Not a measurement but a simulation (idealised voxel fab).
The name of this process module is voxel double patterning.
Cross-sectional view cut (width: 190 nm; square cell size: 5 nm).
Just so we're on the same page, the cross-sections are grids of square cells, and they're listed out in bands top to bottom, each band one or more rows deep.
A band entry consists of two parts. The first gives the height of the band's top and the height of its bottom, in nm. The rest lists the band's materials from left to right, each with its width in nm. A single material labelled with the word "all across" fills the band from edge to edge, and the word "empty" marks empty space.
Heights are measured from 0, the level below which the as-received wafer is all one material; the lowest band has no bottom and continues downward, written as in "0 nm and below".
Width: "30..40" (first number = top row, second number = bottom row, same change from row to row of cells).
What does "stayed the same" mean for a step? It means no cell of the cross-section changed in that step.
Under "Completely sealed voids" you'll find the enclosed gaps, the ones with no way out to the top, that are 8 cells or bigger; each reads width x height at distance, with distance counted from the left edge, everything in nm.
Step line, after settings: the simulator's comment on this step.
overlay nm: right-of-plan distance of the mask on a masked step; negative values mean left-of-plan.
[Steps planned for the process]
1 RECEIVE [material Si]
2 CONFORMAL_DEP [material SiO2] [thk nm 5]
3 DIRECTIONAL_DEP [material TiN] [thk nm 10]
4 DIRECTIONAL_DEP [material SiN] [thk nm 10]
5 DIRECTIONAL_DEP [material aC] [thk nm 15]
6 PATTERN [tone open] [mask id FIRST] [material resist] [width nm 15] [pitch nm 50] [thk nm 30] [overlay nm 0]
7 DIRECTIONAL_ETCH [etch materials aC] [depth nm 15]
8 STRIP [etch materials resist]
9 DIRECTIONAL_ETCH [etch materials SiN] [depth nm 10]
10 STRIP [etch materials aC]
11 DIRECTIONAL_DEP [material aC] [thk nm 15]
12 PATTERN [tone open] [mask id SECOND] [material resist] [width nm 15] [thk nm 30] [overlay nm 0]
13 DIRECTIONAL_ETCH [etch materials aC] [depth nm 15]
14 STRIP [etch materials resist]
15 DIRECTIONAL_ETCH [etch materials SiN] [depth nm 10]
16 STRIP [etch materials aC]
17 DIRECTIONAL_ETCH [etch materials TiN] [depth nm 10]
18 STRIP [etch materials SiN]
Split variable: thk nm, step 2. Plan value = first wafer. Wafers start alike.
[Received wafers, first of several: cross-section after step 1]
* 0 nm and below = Si all across
* Completely sealed voids: none
[The first of several wafers, seen in cross-section after the module's last step, step 18]
* 15 nm to 5 nm = TiN: 60  empty: 15  TiN: 10  empty: 15  TiN: 10  empty: 15  TiN: 65
* 5 nm to 0 nm = SiO2 all across
* 0 nm and below = Si all across
* Completely sealed voids: none
[X-section, last wafer, module end]
* 30 nm to 20 nm = TiN: 60  empty: 15  TiN: 10  empty: 15  TiN: 10  empty: 15  TiN: 65
* 20 nm to 0 nm = SiO2 all across
* 0 nm and below = Si all across
* Completely sealed voids: none
[Wafer rows, end of module: cells per material gained (+) or lost (-) since receipt; closed voids last]
thk nm 5 | +38 SiO2 | +58 TiN | Completely sealed voids: none
thk nm 10 | +76 SiO2 | +58 TiN | Completely sealed voids: none
thk nm 15 | +114 SiO2 | +58 TiN | Completely sealed voids: none
thk nm 20 | +152 SiO2 | +58 TiN | Completely sealed voids: none
